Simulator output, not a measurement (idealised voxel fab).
voxel released beams: a process module
We display cut, a cross-section 220 nm in width whose square cells are each 5 nm.
Cross-sections here: square-cell grids, written as top-down lists of bands, a band being one or more rows of cells.
Read a band's entry like this: the first values are the height of its top and the height of its bottom in nm, and what follows is the sequence of materials from left to right, each with its width in nm. Note that "air" is empty space, and that a single material marked "throughout" reaches across the band from edge to edge.
Heights are expressed relative to 0, this being the level below which the as-received wafer comprises one material exclusively. The lowest band is unbounded in the downward direction and is denoted as in "0..down".
Width: "30..40" (first number = top row, second number = bottom row, same change from row to row of cells).
"nothing got changed" means the step left every cell of the cross-section as it was.
The list in "Fully closed voids" covers empty spaces of 8 cells or more that cannot reach the top through any open way, and it gives each as width x height at distance; the distance is from the left edge, and width, height and distance are in nm.
Step line, after settings: the simulator's comment on this step.
Among the settings permitted on a step's line is "overlay nm"; applied to a step with a mask, it specifies the extent to which the mask lay to the right of its planned position, whereas a negative figure signifies a position to the left.

THE FOLLOWING LIST GIVES THE PLANNED PROCESS STEPS
step 1: RECEIVE [material Si]
step 2: CONFORMAL_DEP [material SiN] [thk nm 10]
step 3: DIRECTIONAL_DEP [material SiO2] [thk nm 10]
step 4: MASKED_ETCH [tone open] [mask id ANCHOR] [width nm 35] [etch materials SiO2] [depth nm 10] [overlay nm 0]
step 5: CONFORMAL_DEP [material W] [thk nm 10]
step 6: DIRECTIONAL_DEP [material aC] [thk nm 15]
step 7: PATTERN [tone cover] [mask id BEAM] [material resist] [width nm 110] [thk nm 30] [overlay nm 0]
step 8: DIRECTIONAL_ETCH [etch materials aC] [depth nm 15]
step 9: STRIP [etch materials resist]
step 10: DIRECTIONAL_ETCH [etch materials W] [depth nm 10]
step 11: STRIP [etch materials aC]
step 12: STRIP [etch materials SiO2]

WAFER, FIRST OF TWO, RUN AS PLANNED

INCOMING WAFER IN CROSS-SECTION (STATE: AFTER STEP 1)
* 0..down = Si throughout
* Fully closed voids: none

STATE OF THE WAFER AFTER STEP 2, SHOWN IN CROSS-SECTION
* 10..0 = SiN throughout
* Anything lower than 0 is untouched.

STATE OF THE WAFER AFTER STEP 3, SHOWN IN CROSS-SECTION
* 20..10 = SiO2 throughout
* Anything lower than 10 is untouched.

STATE OF THE WAFER AFTER STEP 4, SHOWN IN CROSS-SECTION
* 20..10 = SiO2 (55); air (35); SiO2 (130)
* Anything lower than 10 is untouched.

STATE OF THE WAFER AFTER STEP 5, SHOWN IN CROSS-SECTION
* 30..20 = W (65); air (15); W (140)
* 20..10 = SiO2 (55); W (35); SiO2 (130)
* Anything lower than 10 is untouched.

STATE OF THE WAFER AFTER STEP 6, SHOWN IN CROSS-SECTION
* 45..35 = aC (65); air (15); aC (140)
* 35..30 = aC throughout
* 30..20 = W (65); aC (15); W (140)
* Anything lower than 20 is untouched.

STATE OF THE WAFER AFTER STEP 7, SHOWN IN CROSS-SECTION
* 75..45 = air (50); resist (110); air (60)
* 45..35 = aC (65); resist (15); aC (140)
* Anything lower than 35 is untouched.

STATE OF THE WAFER AFTER STEP 8, SHOWN IN CROSS-SECTION
* 60..45 = air (50); resist (110); air (60)
* 45..35 = air (50); aC (15); resist (15); aC (80); air (60)
* 35..30 = air (50); aC (110); air (60)
* Anything lower than 30 is untouched.

STATE OF THE WAFER AFTER STEP 9, SHOWN IN CROSS-SECTION
* 45..35 = air (50); aC (15); air (15); aC (80); air (60)
* Anything lower than 35 is untouched.

STATE OF THE WAFER AFTER STEP 10, SHOWN IN CROSS-SECTION
* 45..35 = air (50); aC (15); air (15); aC (80); air (60)
* 35..30 = air (50); aC (110); air (60)
* 30..20 = air (50); W (15); aC (15); W (80); air (60)
* Anything lower than 20 is untouched.

STATE OF THE WAFER AFTER STEP 11, SHOWN IN CROSS-SECTION
* 30..20 = air (50); W (15); air (15); W (80); air (60)
* Anything lower than 20 is untouched.

STATE OF THE WAFER AFTER STEP 12, SHOWN IN CROSS-SECTION
* 30..20 = air (50); W (15); air (15); W (80); air (60)
* 20..10 = air (55); W (35); air (130)
* Anything lower than 10 is untouched.

OKAY, SECOND WAFER. NOTHING DIFFERENT AT THE START, NOTHING DIFFERENT IN THE PLAN, JUST ONE MISTAKE SOMEWHERE IN THE RUNNING. AS FAR AS STEP 1, COUNTING THAT STEP, IT'S THE FIRST WAFER ALL OVER AGAIN

Cross-section: second wafer, time at which step 2 was scheduled to end: nothing got changed

CROSS-SECTION: SECOND WAFER, TIME AT WHICH STEP 3 WAS SCHEDULED TO END
* 10..0 = SiO2 throughout
* Anything lower than 0 is untouched.

CROSS-SECTION: SECOND WAFER, TIME AT WHICH STEP 4 WAS SCHEDULED TO END
* 10..0 = SiO2 (55); air (35); SiO2 (130)
* Anything lower than 0 is untouched.

CROSS-SECTION: SECOND WAFER, TIME AT WHICH STEP 5 WAS SCHEDULED TO END
* 20..10 = W (65); air (15); W (140)
* 10..0 = SiO2 (55); W (35); SiO2 (130)
* Anything lower than 0 is untouched.

CROSS-SECTION: SECOND WAFER, TIME AT WHICH STEP 6 WAS SCHEDULED TO END
* 35..25 = aC (65); air (15); aC (140)
* 25..20 = aC throughout
* 20..10 = W (65); aC (15); W (140)
* Anything lower than 10 is untouched.

CROSS-SECTION: SECOND WAFER, TIME AT WHICH STEP 7 WAS SCHEDULED TO END
* 65..35 = air (50); resist (110); air (60)
* 35..25 = aC (65); resist (15); aC (140)
* Anything lower than 25 is untouched.

CROSS-SECTION: SECOND WAFER, TIME AT WHICH STEP 8 WAS SCHEDULED TO END
* 50..35 = air (50); resist (110); air (60)
* 35..25 = air (50); aC (15); resist (15); aC (80); air (60)
* 25..20 = air (50); aC (110); air (60)
* Anything lower than 20 is untouched.

CROSS-SECTION: SECOND WAFER, TIME AT WHICH STEP 9 WAS SCHEDULED TO END
* 35..25 = air (50); aC (15); air (15); aC (80); air (60)
* Anything lower than 25 is untouched.

CROSS-SECTION: SECOND WAFER, TIME AT WHICH STEP 10 WAS SCHEDULED TO END
* 35..25 = air (50); aC (15); air (15); aC (80); air (60)
* 25..20 = air (50); aC (110); air (60)
* 20..10 = air (50); W (15); aC (15); W (80); air (60)
* Anything lower than 10 is untouched.

CROSS-SECTION: SECOND WAFER, TIME AT WHICH STEP 11 WAS SCHEDULED TO END
* 20..10 = air (50); W (15); air (15); W (80); air (60)
* Anything lower than 10 is untouched.

CROSS-SECTION: SECOND WAFER, TIME AT WHICH STEP 12 WAS SCHEDULED TO END
* 20..10 = air (50); W (15); air (15); W (80); air (60)
* 10..0 = air (55); W (35); air (130)
* Anything lower than 0 is untouched.
Here's what went sideways: step 2 of the plan got skipped, so it never ran
Materials where the second wafer ends with more or fewer cells than the first: 88 fewer of SiN
